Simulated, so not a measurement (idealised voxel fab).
The following process module bears the name voxel gate over fins.
Cross-section cut: width 200 nm, square cells of 5 nm.
For the purposes of this document, a cross-section shall be understood as a grid of square cells, specified as bands listed in top-to-bottom order, each band consisting of one or more rows of cells. Top, bottom (nm), then materials left to right with widths (nm); lone material tagged "all across" fills the whole band edge to edge; "blank" = empty space. A quick word on heights: they are counted from 0, and under that level the wafer as it came to us is one material throughout. The lowest band is different from the rest in having no bottom; it simply continues downward, written as in "0..down". Width spec "30 to 40" -> top row of cells at first value, bottom row at second value, equal per-row change in between. When a step is marked "same as before", none of the cells in the cross-section changed during that step. Under "Closed void catalog" you'll find the enclosed gaps, the ones with no way out to the top, that are 8 cells or bigger; each reads width x height at distance, with distance counted from the left edge, everything in nm. Text after the settings on a step's line: the simulator's own remark on that step. Steps that use a mask can have "overlay nm" on their line. It says how far the mask sat to the right of where it was meant to be. Negative means to the left.

Listed below are the process steps as planned
1 RECEIVE (material Si)
2 CONFORMAL_DEP (material SiN; thk nm 5)
3 PATTERN (tone cover; mask id FINS; material resist; width nm 15; pitch nm 50; thk nm 15; overlay nm 0)
4 DIRECTIONAL_ETCH (etch materials SiN; depth nm 5)
5 DIRECTIONAL_ETCH (etch materials Si; depth nm 30)
6 STRIP (etch materials resist)
7 FILL_DEP (material SiO2; thk nm 15)
8 CMP (height nm 5)
9 MASKED_ETCH (tone open; mask id RAIL; width nm 15; etch materials SiO2; depth nm 30; overlay nm 0)
10 CONFORMAL_DEP (material TiN; thk nm 5)
11 FILL_DEP (material W; thk nm 5)
12 CMP (height nm 5)
13 SELECTIVE_ETCH (etch materials W Ru TiN; depth nm 25)
14 FILL_DEP (material SiO2; thk nm 5)
15 CMP (height nm 5)
16 SELECTIVE_ETCH (etch materials SiO2; depth nm 15)
17 STRIP (etch materials SiN)
18 CONFORMAL_DEP (material HfO2; thk nm 5)
19 CONFORMAL_DEP (material TiN; thk nm 5)
20 FILL_DEP (material W; thk nm 15)
21 CMP (height nm 20)
22 CONFORMAL_DEP (material SiN; thk nm 5)

Cross-section: wafer on arrival = after step 1
	0..down = Si all across
	Closed void catalog: none

As-planned run: cross-section of the first of two wafers at end of module
	25..20 = SiN all across
	20..10 = W all across
	10..5 = 5 nm W / 35 nm TiN / 15 nm W / 35 nm TiN / 15 nm W / 35 nm TiN / 15 nm W / 35 nm TiN / 10 nm W
	5..0 = 5 nm W / 5 nm TiN / 25 nm HfO2 / 5 nm TiN / 15 nm W / 5 nm TiN / 25 nm HfO2 / 5 nm TiN / 15 nm W / 5 nm TiN / 25 nm HfO2 / 5 nm TiN / 15 nm W / 5 nm TiN / 25 nm HfO2 / 5 nm TiN / 10 nm W
	0..-5 = 10 nm TiN / 5 nm HfO2 / 15 nm Si / 5 nm HfO2 / 25 nm TiN / 5 nm HfO2 / 15 nm Si / 5 nm HfO2 / 25 nm TiN / 5 nm HfO2 / 15 nm Si / 5 nm HfO2 / 25 nm TiN / 5 nm HfO2 / 15 nm Si / 5 nm HfO2 / 15 nm TiN
	-5..-10 = 15 nm HfO2 / 15 nm Si / 35 nm HfO2 / 15 nm Si / 35 nm HfO2 / 15 nm Si / 35 nm HfO2 / 15 nm Si / 20 nm HfO2
	-10..-20 = 15 nm SiO2 / 15 nm Si / 35 nm SiO2 / 15 nm Si / 35 nm SiO2 / 15 nm Si / 35 nm SiO2 / 15 nm Si / 20 nm SiO2
	-20..-25 = 15 nm SiO2 / 15 nm Si / 10 nm SiO2 / 15 nm TiN / 10 nm SiO2 / 15 nm Si / 35 nm SiO2 / 15 nm Si / 35 nm SiO2 / 15 nm Si / 20 nm SiO2
	-25..-30 = 15 nm SiO2 / 15 nm Si / 35 nm SiO2 / 15 nm Si / 35 nm SiO2 / 15 nm Si / 35 nm SiO2 / 15 nm Si / 20 nm SiO2
	-30..down = Si all across
	Closed void catalog: none

Presented here is a cross-section of the second of the two wafers as it stood at the end of the module. It was started in the same manner and assigned the same plan as the first wafer; however, one mistake was made in its execution
	25..20 = SiN all across
	20..10 = W all across
	10..5 = 5 nm W / 35 nm TiN / 15 nm W / 35 nm TiN / 15 nm W / 35 nm TiN / 15 nm W / 35 nm TiN / 10 nm W
	5..0 = 5 nm W / 5 nm TiN / 25 nm HfO2 / 5 nm TiN / 15 nm W / 5 nm TiN / 25 nm HfO2 / 5 nm TiN / 15 nm W / 5 nm TiN / 25 nm HfO2 / 5 nm TiN / 15 nm W / 5 nm TiN / 25 nm HfO2 / 5 nm TiN / 10 nm W
	0..-5 = 10 nm TiN / 5 nm HfO2 / 15 nm Si / 5 nm HfO2 / 25 nm TiN / 5 nm HfO2 / 15 nm Si / 5 nm HfO2 / 25 nm TiN / 5 nm HfO2 / 15 nm Si / 5 nm HfO2 / 25 nm TiN / 5 nm HfO2 / 15 nm Si / 5 nm HfO2 / 15 nm TiN
	-5..-10 = 15 nm HfO2 / 15 nm Si / 35 nm HfO2 / 15 nm Si / 35 nm HfO2 / 15 nm Si / 35 nm HfO2 / 15 nm Si / 20 nm HfO2
	-10..-20 = 15 nm SiO2 / 15 nm Si / 35 nm SiO2 / 15 nm Si / 35 nm SiO2 / 15 nm Si / 35 nm SiO2 / 15 nm Si / 20 nm SiO2
	-20..-25 = 15 nm TiN / 15 nm Si / 10 nm TiN / 15 nm SiO2 / 10 nm TiN / 15 nm Si / 35 nm TiN / 15 nm Si / 35 nm TiN / 15 nm Si / 20 nm TiN
	-25..-30 = 15 nm SiO2 / 15 nm Si / 35 nm SiO2 / 15 nm Si / 35 nm SiO2 / 15 nm Si / 35 nm SiO2 / 15 nm Si / 20 nm SiO2
	-30..down = Si all across
	Closed void catalog: none
Finding, execution versus plan: for step 9, the planned setting was not used; the step was instead run as MASKED_ETCH (tone cover; mask id RAIL; width nm 15; etch materials SiO2; depth nm 30; overlay nm 0)
At the finish, the second wafer shows more or fewer cells for some materials than the first does: -22 SiO2, +22 TiN
